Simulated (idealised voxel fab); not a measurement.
Process module under the name voxel gate over fins
Cross-section cut: width 275 nm, square cells of 5 nm.
Just so we're on the same page, the cross-sections are grids of square cells, and they're listed out in bands top to bottom, each band one or more rows deep. It is stipulated that each band's entry specify, in nanometres, the height of the top of the band and then that of its bottom, followed by the materials of the band in left-to-right sequence, each together with its width in nanometres. A single material marked by the word "all across" is understood to fill the band from edge to edge; the word "empty" is understood to denote empty space. Height datum 0, below which the as-received substrate wafer is one material. Lowest band open at the bottom, running downward: "0..down". Width spec "30..40" -> top row of cells at first value, bottom row at second value, equal per-row change in between. Where a step carries "no modifications", the cross-section came out of it unchanged, cell for cell. Voids not open to the top, 8 cells minimum: see "Fully enclosed voids". Written width x height at distance; distance is from the left edge; nm. On a step's line, text after the settings is the simulator commenting on that step. Among the settings permitted on a step's line is "overlay nm"; applied to a step with a mask, it specifies the extent to which the mask lay to the right of its planned position, whereas a negative figure signifies a position to the left.
## The following list gives the planned process steps
1) RECEIVE (material Si)
2) CONFORMAL_DEP (material SiN; thk nm 10)
3) MASKED_ETCH (tone cover; mask id FINS; width nm 15; pitch nm 40; etch materials SiN; depth nm 10; overlay nm 0)
4) MASKED_ETCH (tone cover; mask id FINS; width nm 15; pitch nm 40; etch materials Si; depth nm 35; overlay nm 0)
5) FILL_DEP (material SiO2; thk nm 15)
6) CMP (height nm 10)
7) SELECTIVE_ETCH (etch materials SiO2; depth nm 25)
8) STRIP (etch materials SiN)
9) CONFORMAL_DEP (material HfO2; thk nm 5)
10) CONFORMAL_DEP (material TiN; thk nm 5)
11) FILL_DEP (material W; thk nm 10)
12) CMP (height nm 15)
13) CONFORMAL_DEP (material SiN; thk nm 10)
## First wafer out of two, processed as planned
## Cross-section of the incoming wafer, state after step 1
  0..down  Si all across
  Fully enclosed voids: none
## After step 2, in cross-section
  10..0  SiN all across
  Below 0 it's all the same as before, nothing changed down there.
## After step 3, in cross-section
  10..0  110 empty, then 15 SiN, then 25 empty, then 15 SiN, then 110 empty
  Below 0 it's all the same as before, nothing changed down there.
## After step 4, in cross-section
  10..0  110 empty, then 15 SiN, then 25 empty, then 15 SiN, then 110 empty
  0..-35  110 empty, then 15 Si, then 25 empty, then 15 Si, then 110 empty
  Below -35 it's all the same as before, nothing changed down there.
## After step 5, in cross-section
  25..10  SiO2 all across
  10..0  110 SiO2, then 15 SiN, then 25 SiO2, then 15 SiN, then 110 SiO2
  0..-35  110 SiO2, then 15 Si, then 25 SiO2, then 15 Si, then 110 SiO2
  Below -35 it's all the same as before, nothing changed down there.
## After step 6, in cross-section
  10..0  110 SiO2, then 15 SiN, then 25 SiO2, then 15 SiN, then 110 SiO2
  Below 0 it's all the same as before, nothing changed down there.
## After step 7, in cross-section
  10..0  110 empty, then 15 SiN, then 25 empty, then 15 SiN, then 110 empty
  0..-15  110 empty, then 15 Si, then 25 empty, then 15 Si, then 110 empty
  Below -15 it's all the same as before, nothing changed down there.
## After step 8, in cross-section
  0..-15  110 empty, then 15 Si, then 25 empty, then 15 Si, then 110 empty
  Below -15 it's all the same as before, nothing changed down there.
## After step 9, in cross-section
  5..0  105 empty, then 25 HfO2, then 15 empty, then 25 HfO2, then 105 empty
  0..-10  105 empty, then 5 HfO2, then 15 Si, then 5 HfO2, then 15 empty, then 5 HfO2, then 15 Si, then 5 HfO2, then 105 empty
  -10..-15  110 HfO2, then 15 Si, then 25 HfO2, then 15 Si, then 110 HfO2
  Below -15 it's all the same as before, nothing changed down there.
## After step 10, in cross-section
  10..5  100 empty, then 35 TiN, then 5 empty, then 35 TiN, then 100 empty
  5..0  100 empty, then 5 TiN, then 25 HfO2, then 5 TiN, then 5 empty, then 5 TiN, then 25 HfO2, then 5 TiN, then 100 empty
  0..-5  100 empty, then 5 TiN, then 5 HfO2, then 15 Si, then 5 HfO2, then 5 TiN, then 5 empty, then 5 TiN, then 5 HfO2, then 15 Si, then 5 HfO2, then 5 TiN, then 100 empty
  -5..-10  105 TiN, then 5 HfO2, then 15 Si, then 5 HfO2, then 15 TiN, then 5 HfO2, then 15 Si, then 5 HfO2, then 105 TiN
  Below -10 it's all the same as before, nothing changed down there.
## After step 11, in cross-section
  20..10  W all across
  10..5  100 W, then 35 TiN, then 5 W, then 35 TiN, then 100 W
  5..0  100 W, then 5 TiN, then 25 HfO2, then 5 TiN, then 5 W, then 5 TiN, then 25 HfO2, then 5 TiN, then 100 W
  0..-5  100 W, then 5 TiN, then 5 HfO2, then 15 Si, then 5 HfO2, then 5 TiN, then 5 W, then 5 TiN, then 5 HfO2, then 15 Si, then 5 HfO2, then 5 TiN, then 100 W
  Below -5 it's all the same as before, nothing changed down there.
## After step 12, in cross-section
  15..10  W all across
  Below 10 it's all the same as before, nothing changed down there.
## After step 13, in cross-section
  25..15  SiN all across
  Below 15 it's all the same as before, nothing changed down there.
## Wafer two of the pair: same origin, same plan, one error during the run; identical to wafer one up to and including step 8
The second wafer in cross-section, at the planned close of step 9: no modifications
## The second wafer in cross-section, at the planned close of step 10
  5..0  105 empty, then 25 TiN, then 15 empty, then 25 TiN, then 105 empty
  0..-10  105 empty, then 5 TiN, then 15 Si, then 5 TiN, then 15 empty, then 5 TiN, then 15 Si, then 5 TiN, then 105 empty
  -10..-15  110 TiN, then 15 Si, then 25 TiN, then 15 Si, then 110 TiN
  Below -15 it's all the same as before, nothing changed down there.
## The second wafer in cross-section, at the planned close of step 11
  15..5  W all across
  5..0  105 W, then 25 TiN, then 15 W, then 25 TiN, then 105 W
  0..-10  105 W, then 5 TiN, then 15 Si, then 5 TiN, then 15 W, then 5 TiN, then 15 Si, then 5 TiN, then 105 W
  Below -10 it's all the same as before, nothing changed down there.
The second wafer in cross-section, at the planned close of step 12: no modifications
## The second wafer in cross-section, at the planned close of step 13
  25..15  SiN all across
  Below 15 it's all the same as before, nothing changed down there.
Short version of what went wrong: no execution of plan step 9; skipped
The closing comparison, in cells, has the second wafer with more or fewer of some materials than the first: HfO2 -67 | W +67
